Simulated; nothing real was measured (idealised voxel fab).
process module | voxel fin reveal
cross-section cut | 250 nm wide | cells 5 nm
A cross-section is a grid of square cells, given in bands from the top down. A band is one or more rows of cells.
Each band's line starts with the height of the band's top and of its bottom, in nm. Then come its materials from left to right, each with its width in nm. One material with "throughout" fills the band from edge to edge. "air" is empty space.
Height 0 is the level under which the wafer as received is all one material. The lowest band goes on downwards, as in "0 down".
A width such as "30 to 40" changes by the same amount from each row of cells to the next, from the band's top row to its bottom row.
"no change" after a step means that no cell of the cross-section changed.
closed voids: empty space of 8 cells or more with no open way to the top, each as width x height at its distance from the left edge, in nm
after a step's settings: what the simulator itself notes on the step
overlay nm, on a step with a mask: how far to the right of its planned place the mask lay; to the left if negative
plan
1 op RECEIVE | material Si
2 op CONFORMAL_DEP | material SiN | thk nm 10
3 op PATTERN | tone cover | mask id FINS | material resist | width nm 15 | pitch nm 35 | thk nm 20 | overlay nm 0
4 op DIRECTIONAL_ETCH | etch materials SiN | depth nm 10
5 op DIRECTIONAL_ETCH | etch materials Si | depth nm 35
6 op STRIP | etch materials resist
7 op FILL_DEP | material SiO2 | thk nm 10
8 op CMP | height nm 10
9 op SELECTIVE_ETCH | etch materials SiO2 | depth nm 15
10 op STRIP | etch materials SiN
11 op CONFORMAL_DEP | material HfO2 | thk nm 5
varied across the wafers: depth nm of step 9. The plan shows the first wafer's value. All wafers start alike
first wafer as received, after step 1
  0 down: Si throughout
  closed voids: none
each wafer at the end: cells of each material gained (+) or lost (-) since it was received, then its closed voids
depth nm 15 | +58 HfO2 | -266 Si | +228 SiO2 | closed voids: none
depth nm 20 | +66 HfO2 | -266 Si | +190 SiO2 | closed voids: none
depth nm 25 | +74 HfO2 | -266 Si | +152 SiO2 | closed voids: none
depth nm 30 | +82 HfO2 | -266 Si | +114 SiO2 | closed voids: none
depth nm 35 | +90 HfO2 | -266 Si | +76 SiO2 | closed voids: none
depth nm 40 | +98 HfO2 | -266 Si | +38 SiO2 | closed voids: none
